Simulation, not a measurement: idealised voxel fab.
Module name: voxel capacitor over wiring (process module)
The figure presents cross-section cut, which has a width of 210 nm and is divided into square cells with an edge length of 5 nm.
Cross-section layout: square cells on a grid; listed as bands, top to bottom; a band spans one or more cell rows. Per band: top height and bottom height in nm, followed by the left-to-right materials and their widths in nm; "everywhere" marks a single material spanning edge to edge, "blank" marks empty space. Heights are expressed relative to 0, this being the level below which the as-received wafer comprises one material exclusively. The lowest band is unbounded in the downward direction and is denoted as in "top 0, no bottom". It should be noted that a width expressed as "30 to 40" varies in equal increments from row to row of cells within the band, taking the value of the first number at the top row and that of the second number at the bottom row. The designation "nothing got changed", where it is given for a processing step, indicates that no cell of the cross-section was altered in the course of that step. Any empty space of 8 cells or more lacking an open way to the top shows up in "Closed-off voids" as width x height at distance, distance from the left edge, in nm. Past the settings on a step's line: simulator remark, on that step. Among the settings permitted on a step's line is "overlay nm"; applied to a step with a mask, it specifies the extent to which the mask lay to the right of its planned position, whereas a negative figure signifies a position to the left.

**Process steps foreseen in the plan**
1) RECEIVE | material Si
2) CONFORMAL_DEP | material SiO2 | thk nm 10
3) CONFORMAL_DEP | material SiCN | thk nm 5
4) DIRECTIONAL_DEP | material SiO2 | thk nm 25
5) PATTERN | tone open | mask id METAL_1 | material resist | width nm 25 | pitch nm 80 | thk nm 20 | overlay nm 0
6) DIRECTIONAL_ETCH | etch materials SiO2 | depth nm 25
7) DIRECTIONAL_ETCH | etch materials SiCN | depth nm 5
8) STRIP | etch materials resist
9) CONFORMAL_DEP | material TiN | thk nm 5
10) FILL_DEP | material Ru | thk nm 10
11) CMP | height nm 40
12) CONFORMAL_DEP | material SiCN | thk nm 5
13) DIRECTIONAL_DEP | material lowk | thk nm 15
14) PATTERN | tone open | mask id PLUG_1 | material resist | width nm 15 | thk nm 15 | overlay nm 0
15) DIRECTIONAL_ETCH | etch materials lowk | depth nm 15
16) DIRECTIONAL_ETCH | etch materials SiCN | depth nm 5
17) STRIP | etch materials resist
18) EPI | material Ru | thk nm 10
19) EPI | material Ru | thk nm 10
20) DIRECTIONAL_DEP | material TiN | thk nm 10
21) DIRECTIONAL_DEP | material Al2O3 | thk nm 5
22) DIRECTIONAL_DEP | material TiN | thk nm 10
23) DIRECTIONAL_DEP | material aC | thk nm 10
24) PATTERN | tone cover | mask id UPPER_PLATE | material resist | width nm 60 | thk nm 25 | overlay nm 0
25) DIRECTIONAL_ETCH | etch materials aC | depth nm 10
26) STRIP | etch materials resist
27) DIRECTIONAL_ETCH | etch materials TiN | depth nm 10
28) DIRECTIONAL_ETCH | etch materials Al2O3 | depth nm 5
29) STRIP | etch materials aC
30) DIRECTIONAL_DEP | material aC | thk nm 15
31) PATTERN | tone cover | mask id LOWER_PLATE | material resist | width nm 70 | thk nm 30 | overlay nm 0
32) DIRECTIONAL_ETCH | etch materials aC | depth nm 15
33) STRIP | etch materials resist
34) DIRECTIONAL_ETCH | etch materials TiN | depth nm 10
35) STRIP | etch materials aC
36) FILL_DEP | material SiO2 | thk nm 15
37) CMP | height nm 95
38) DIRECTIONAL_DEP | material aC | thk nm 10
39) PATTERN | tone open | mask id PLUG_2 | material resist | width nm 15 | thk nm 25 | overlay nm 0
40) DIRECTIONAL_ETCH | etch materials aC | depth nm 10
41) STRIP | etch materials resist
42) DIRECTIONAL_ETCH | etch materials SiO2 | depth nm 10
43) STRIP | etch materials aC
44) CONFORMAL_DEP | material TiN | thk nm 5
45) FILL_DEP | material Cu | thk nm 5
46) CMP | height nm 95
47) CONFORMAL_DEP | material SiN | thk nm 5

**Cross-section of the wafer at receipt, which is the condition after step 1**
> top 0, no bottom = Si everywhere
> Closed-off voids: none

**Cross-section taken at module completion on the first of two wafers; processed per the plan**
> top 100, bottom 95 = SiN everywhere
> top 95, bottom 90 = 70 of SiO2 | 5 of TiN | 5 of Cu | 5 of TiN | 125 of SiO2
> top 90, bottom 85 = 70 of SiO2 | 15 of TiN | 125 of SiO2
> top 85, bottom 75 = 60 of SiO2 | 60 of TiN | 90 of SiO2
> top 75, bottom 70 = 60 of SiO2 | 60 of Al2O3 | 90 of SiO2
> top 70, bottom 60 = 55 of SiO2 | 70 of TiN | 85 of SiO2
> top 60, bottom 45 = 60 of lowk | 15 of Ru | 135 of lowk
> top 45, bottom 40 = 60 of SiCN | 15 of Ru | 135 of SiCN
> top 40, bottom 15 = 50 of SiO2 | 5 of TiN | 15 of Ru | 5 of TiN | 55 of SiO2 | 5 of TiN | 15 of Ru | 5 of TiN | 55 of SiO2
> top 15, bottom 10 = 50 of SiCN | 25 of TiN | 55 of SiCN | 25 of TiN | 55 of SiCN
> top 10, bottom 0 = SiO2 everywhere
> top 0, no bottom = Si everywhere
> Closed-off voids: none

**Cross-section, second wafer: same start as the first, same plan as the first, one mistake in running it; taken at the end of the module**
> top 100, bottom 95 = SiN everywhere
> top 95, bottom 90 = 70 of SiO2 | 5 of TiN | 5 of Cu | 5 of TiN | 125 of SiO2
> top 90, bottom 85 = 70 of SiO2 | 15 of TiN | 125 of SiO2
> top 85, bottom 75 = 60 of SiO2 | 60 of TiN | 90 of SiO2
> top 75, bottom 70 = 60 of SiO2 | 60 of Al2O3 | 90 of SiO2
> top 70, bottom 60 = 55 of SiO2 | 70 of TiN | 85 of SiO2
> top 60, bottom 45 = 60 of lowk | 15 of Ru | 135 of lowk
> top 45, bottom 40 = 60 of SiCN | 15 of Ru | 135 of SiCN
> top 40, bottom 35 = 55 of TiN | 15 of Ru | 65 of TiN | 15 of Ru | 60 of TiN
> top 35, bottom 15 = 50 of SiO2 | 5 of TiN | 15 of Ru | 5 of TiN | 55 of SiO2 | 5 of TiN | 15 of Ru | 5 of TiN | 55 of SiO2
> top 15, bottom 10 = 50 of SiO2 | 25 of TiN | 55 of SiO2 | 25 of TiN | 55 of SiO2
> top 10, bottom 0 = SiO2 everywhere
> top 0, no bottom = Si everywhere
> Closed-off voids: none
Processing error: step 3 was dropped from the plan's execution and never run
End check, counted in cells, second wafer has more or fewer of these materials than the first: 32 fewer of SiCN; 32 more of TiN
